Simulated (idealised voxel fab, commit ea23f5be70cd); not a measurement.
process module | voxel ribs on slabs
We display cut, a cross-section 150 nm in width whose square cells are each 5 nm.
A cross-section is a grid of square cells, given in bands from the top down. A band is one or more rows of cells.
Quick guide to a band line: top height, bottom height (nm) up front; then every material left to right with its width in nm. Only one material and it's marked "everywhere"? Then it fills the band edge to edge. And "blank" just means empty space.
Measure heights from 0. That's the level where, below it, the as-received wafer is all one material. The lowest band is bottomless and extends downward; write it as in "0 and below".
Width "30..40": first value at the band's top row of cells, second value at its bottom row, equal change from row to row.
Any step labelled "nothing was modified" changed none of the cells in the cross-section.
"Closed void entries": empty spaces of 8 cells or more with no open way to the top, each given as width x height at distance, distance from the left edge, all in nm.
Note: text after step settings on the step line = simulator remark on that step.
"overlay nm" on a masked step: distance the mask lay right of its planned place, negative for left.
Note: before/after cross-section pairs follow, one process step per pair, after-side truncated at the lowest changed band, step and settings given beneath. Different runs of this module on the same starting wafer may supply the pairs; a pair continues the one above only where the "Structure before processing" entry says so.
Structure before processing:
	55 down to 45  blank: 65 / aC: 15 / blank: 70
	45 down to 40  aC everywhere
	40 down to 30  aC: 65 / polySi: 15 / aC: 70
	30 down to 25  polySi everywhere
	25 down to 0  SiO2 everywhere
	0 and below  Si everywhere
	Closed void entries: none
Section, Post-Step:
	90 down to 55  blank: 35 / resist: 55 / blank: 60
	55 down to 45  blank: 35 / resist: 30 / aC: 15 / resist: 10 / blank: 60
	Nothing below the height 45 has changed.
	Closed void entries: none
Between before and after, shown above: PATTERN [tone cover] [mask id SLAB] [material resist] [width nm 55] [thk nm 35] [overlay nm -10]
Structure before processing: the pre-step structure is the one depicted after the step in the pair just above.
Section, Post-Step:
	75 down to 55  blank: 35 / resist: 55 / blank: 60
	55 down to 45  blank: 35 / resist: 30 / aC: 15 / resist: 10 / blank: 60
	45 down to 40  blank: 35 / aC: 55 / blank: 60
	40 down to 30  blank: 35 / aC: 30 / polySi: 15 / aC: 10 / blank: 60
	Nothing below the height 30 has changed.
	Closed void entries: none
Between before and after, shown above: DIRECTIONAL_ETCH [etch materials aC] [depth nm 15]
Structure before processing: the pre-step structure is the one depicted after the step in the pair just above.
Section, Post-Step:
	55 down to 45  blank: 65 / aC: 15 / blank: 70
	Nothing below the height 45 has changed.
	Closed void entries: none
Between before and after, shown above: STRIP [etch materials resist]
Structure before processing: the pre-step structure is the one depicted after the step in the pair just above.
Section, Post-Step:
	55 down to 45  blank: 65 / aC: 15 / blank: 70
	45 down to 40  blank: 35 / aC: 55 / blank: 60
	40 down to 30  blank: 35 / aC: 30 / polySi: 15 / aC: 10 / blank: 60
	30 down to 25  blank: 35 / polySi: 55 / blank: 60
	Nothing below the height 25 has changed.
	Closed void entries: none
Between before and after, shown above: DIRECTIONAL_ETCH [etch materials polySi] [depth nm 5]
Structure before processing: the pre-step structure is the one depicted after the step in the pair just above.
Section, Post-Step:
	40 down to 30  blank: 65 / polySi: 15 / blank: 70
	Nothing below the height 30 has changed.
	Closed void entries: none
Between before and after, shown above: STRIP [etch materials aC]
Structure before processing: the pre-step structure is the one depicted after the step in the pair just above.
Section, Post-Step:
	55 down to 40  SiO2 everywhere
	40 down to 30  SiO2: 65 / polySi: 15 / SiO2: 70
	30 down to 25  SiO2: 35 / polySi: 55 / SiO2: 60
	Nothing below the height 25 has changed.
	Closed void entries: none
Between before and after, shown above: FILL_DEP [material SiO2] [thk nm 15]
Structure before processing: the pre-step structure is the one depicted after the step in the pair just above.
Section, Post-Step:
	50 down to 40  SiO2 everywhere
	Nothing below the height 40 has changed.
	Closed void entries: none
Between before and after, shown above: CMP [height nm 50]
Structure before processing: the pre-step structure is the one depicted after the step in the pair just above.
Section, Post-Step:
	60 down to 50  TiN everywhere
	Nothing below the height 50 has changed.
	Closed void entries: none
Between before and after, shown above: DIRECTIONAL_DEP [material TiN] [thk nm 10]
Structure before processing: the pre-step structure is the one depicted after the step in the pair just above.
Section, Post-Step:
	75 down to 60  aC everywhere
	Nothing below the height 60 has changed.
	Closed void entries: none
Between before and after, shown above: DIRECTIONAL_DEP [material aC] [thk nm 15]
Structure before processing: the pre-step structure is the one depicted after the step in the pair just above.
Section, Post-Step:
	110 down to 75  blank: 60 / resist: 25 / blank: 65
	Nothing below the height 75 has changed.
	Closed void entries: none
Between before and after, shown above: PATTERN [tone cover] [mask id HEATER] [material resist] [width nm 25] [thk nm 35] [overlay nm 0]
Structure before processing: the pre-step structure is the one depicted after the step in the pair just above.
Section, Post-Step:
	95 down to 75  blank: 60 / resist: 25 / blank: 65
	75 down to 60  blank: 60 / aC: 25 / blank: 65
	Nothing below the height 60 has changed.
	Closed void entries: none
Between before and after, shown above: DIRECTIONAL_ETCH [etch materials aC] [depth nm 15]
Structure before processing: the pre-step structure is the one depicted after the step in the pair just above.
Section, Post-Step:
	75 down to 60  blank: 60 / aC: 25 / blank: 65
	Nothing below the height 60 has changed.
	Closed void entries: none
Between before and after, shown above: STRIP [etch materials resist]
Structure before processing: the pre-step structure is the one depicted after the step in the pair just above.
Section, Post-Step:
	75 down to 60  blank: 60 / aC: 25 / blank: 65
	60 down to 50  blank: 60 / TiN: 25 / blank: 65
	Nothing below the height 50 has changed.
	Closed void entries: none
Between before and after, shown above: DIRECTIONAL_ETCH [etch materials TiN] [depth nm 10]
Structure before processing: the pre-step structure is the one depicted after the step in the pair just above.
Section, Post-Step:
	60 down to 50  blank: 60 / TiN: 25 / blank: 65
	Nothing below the height 50 has changed.
	Closed void entries: none
Between before and after, shown above: STRIP [etch materials aC]
Structure before processing: the pre-step structure is the one depicted after the step in the pair just above.
Section, Post-Step:
	65 down to 60  blank: 55 / SiN: 35 / blank: 60
	60 down to 55  blank: 55 / SiN: 5 / TiN: 25 / SiN: 5 / blank: 60
	55 down to 50  SiN: 60 / TiN: 25 / SiN: 65
	Nothing below the height 50 has changed.
	Closed void entries: none
Between before and after, shown above: CONFORMAL_DEP [material SiN] [thk nm 5]
Structure before processing:
	60 down to 50  TiN everywhere
	50 down to 40  SiO2 everywhere
	40 down to 30  SiO2: 65 / polySi: 15 / SiO2: 70
	30 down to 25  SiO2: 45 / polySi: 55 / SiO2: 50
	25 down to 0  SiO2 everywhere
	0 and below  Si everywhere
	Closed void entries: none
Section, Post-Step:
	75 down to 50  TiN everywhere
	Nothing below the height 50 has changed.
	Closed void entries: none
Between before and after, shown above: DIRECTIONAL_DEP [material TiN] [thk nm 15]
Structure before processing: the pre-step structure is the one depicted after the step in the pair just above.
Section, Post-Step:
	110 down to 75  blank: 60 / resist: 25 / blank: 65
	Nothing below the height 75 has changed.
	Closed void entries: none
Between before and after, shown above: PATTERN [tone cover] [mask id HEATER] [material resist] [width nm 25] [thk nm 35] [overlay nm 0]
Structure before processing: the pre-step structure is the one depicted after the step in the pair just above.
Section, Post-Step:
	95 down to 75  blank: 60 / resist: 25 / blank: 65
	Nothing below the height 75 has changed.
	Closed void entries: none
Between before and after, shown above: DIRECTIONAL_ETCH [etch materials aC] [depth nm 15]
Structure before processing: the pre-step structure is the one depicted after the step in the pair just above.
Section, Post-Step:
	75 down to 50  TiN everywhere
	Nothing below the height 50 has changed.
	Closed void entries: none
Between before and after, shown above: STRIP [etch materials resist]
Structure before processing: the pre-step structure is the one depicted after the step in the pair just above.
Section, Post-Step:
	65 down to 50  TiN everywhere
	Nothing below the height 50 has changed.
	Closed void entries: none
Between before and after, shown above: DIRECTIONAL_ETCH [etch materials TiN] [depth nm 10]
Structure before processing: the pre-step structure is the one depicted after the step in the pair just above.
Section, Post-Step:
	70 down to 65  SiN everywhere
	Nothing below the height 65 has changed.
	Closed void entries: none
Between before and after, shown above: CONFORMAL_DEP [material SiN] [thk nm 5]
Structure before processing:
	55 down to 45  blank: 65 / aC: 15 / blank: 70
	45 down to 40  aC everywhere
	40 down to 30  aC: 65 / polySi: 15 / aC: 70
	30 down to 25  polySi everywhere
	25 down to 0  SiO2 everywhere
	0 and below  Si everywhere
	Closed void entries: none
Section, Post-Step:
	90 down to 55  resist: 45 / blank: 55 / resist: 50
	55 down to 45  resist: 45 / blank: 20 / aC: 15 / blank: 20 / resist: 50
	Nothing below the height 45 has changed.
	Closed void entries: none
Between before and after, shown above: PATTERN [tone open] [mask id SLAB] [material resist] [width nm 55] [thk nm 35] [overlay nm 0]
Structure before processing: the pre-step structure is the one depicted after the step in the pair just above.
Section, Post-Step:
	75 down to 45  resist: 45 / blank: 55 / resist: 50
	45 down to 40  aC: 45 / blank: 55 / aC: 50
	40 down to 30  aC: 45 / blank: 20 / polySi: 15 / blank: 20 / aC: 50
	Nothing below the height 30 has changed.
	Closed void entries: none
Between before and after, shown above: DIRECTIONAL_ETCH [etch materials aC] [depth nm 15]
Structure before processing: the pre-step structure is the one depicted after the step in the pair just above.
Section, Post-Step:
	45 down to 40  aC: 45 / blank: 55 / aC: 50
	Nothing below the height 40 has changed.
	Closed void entries: none
Between before and after, shown above: STRIP [etch materials resist]
Structure before processing: the pre-step structure is the one depicted after the step in the pair just above.
Section, Post-Step:
	45 down to 35  aC: 45 / blank: 55 / aC: 50
	35 down to 30  aC: 45 / blank: 20 / polySi: 15 / blank: 20 / aC: 50
	30 down to 25  polySi: 45 / blank: 20 / polySi: 15 / blank: 20 / polySi: 50
	Nothing below the height 25 has changed.
	Closed void entries: none
Between before and after, shown above: DIRECTIONAL_ETCH [etch materials polySi] [depth nm 5]
Structure before processing: the pre-step structure is the one depicted after the step in the pair just above.
Section, Post-Step:
	35 down to 30  blank: 65 / polySi: 15 / blank: 70
	Nothing below the height 30 has changed.
	Closed void entries: none
Between before and after, shown above: STRIP [etch materials aC]
Structure before processing: the pre-step structure is the one depicted after the step in the pair just above.
Section, Post-Step:
	50 down to 35  SiO2 everywhere
	35 down to 30  SiO2: 65 / polySi: 15 / SiO2: 70
	30 down to 25  polySi: 45 / SiO2: 20 / polySi: 15 / SiO2: 20 / polySi: 50
	Nothing below the height 25 has changed.
	Closed void entries: none
Between before and after, shown above: FILL_DEP [material SiO2] [thk nm 15]
Structure before processing: the pre-step structure is the one depicted after the step in the pair just above.
Section, Post-Step:
	60 down to 50  TiN everywhere
	Nothing below the height 50 has changed.
	Closed void entries: none
Between before and after, shown above: DIRECTIONAL_DEP [material TiN] [thk nm 10]
Structure before processing: the pre-step structure is the one depicted after the step in the pair just above.
Section, Post-Step:
	75 down to 60  aC everywhere
	Nothing below the height 60 has changed.
	Closed void entries: none
Between before and after, shown above: DIRECTIONAL_DEP [material aC] [thk nm 15]
Structure before processing: the pre-step structure is the one depicted after the step in the pair just above.
Section, Post-Step:
	110 down to 75  blank: 60 / resist: 25 / blank: 65
	Nothing below the height 75 has changed.
	Closed void entries: none
Between before and after, shown above: PATTERN [tone cover] [mask id HEATER] [material resist] [width nm 25] [thk nm 35] [overlay nm 0]
Structure before processing: the pre-step structure is the one depicted after the step in the pair just above.
Section, Post-Step:
	95 down to 75  blank: 60 / resist: 25 / blank: 65
	75 down to 60  blank: 60 / aC: 25 / blank: 65
	Nothing below the height 60 has changed.
	Closed void entries: none
Between before and after, shown above: DIRECTIONAL_ETCH [etch materials aC] [depth nm 15]
Structure before processing: the pre-step structure is the one depicted after the step in the pair just above.
Section, Post-Step:
	75 down to 60  blank: 60 / aC: 25 / blank: 65
	Nothing below the height 60 has changed.
	Closed void entries: none
Between before and after, shown above: STRIP [etch materials resist]
Structure before processing: the pre-step structure is the one depicted after the step in the pair just above.
Section, Post-Step:
	75 down to 60  blank: 60 / aC: 25 / blank: 65
	60 down to 50  blank: 60 / TiN: 25 / blank: 65
	Nothing below the height 50 has changed.
	Closed void entries: none
Between before and after, shown above: DIRECTIONAL_ETCH [etch materials TiN] [depth nm 10]
Structure before processing: the pre-step structure is the one depicted after the step in the pair just above.
Section, Post-Step:
	60 down to 50  blank: 60 / TiN: 25 / blank: 65
	Nothing below the height 50 has changed.
	Closed void entries: none
Between before and after, shown above: STRIP [etch materials aC]
Structure before processing: the pre-step structure is the one depicted after the step in the pair just above.
Section, Post-Step:
	65 down to 60  blank: 55 / SiN: 35 / blank: 60
	60 down to 55  blank: 55 / SiN: 5 / TiN: 25 / SiN: 5 / blank: 60
	55 down to 50  SiN: 60 / TiN: 25 / SiN: 65
	Nothing below the height 50 has changed.
	Closed void entries: none
Between before and after, shown above: CONFORMAL_DEP [material SiN] [thk nm 5]
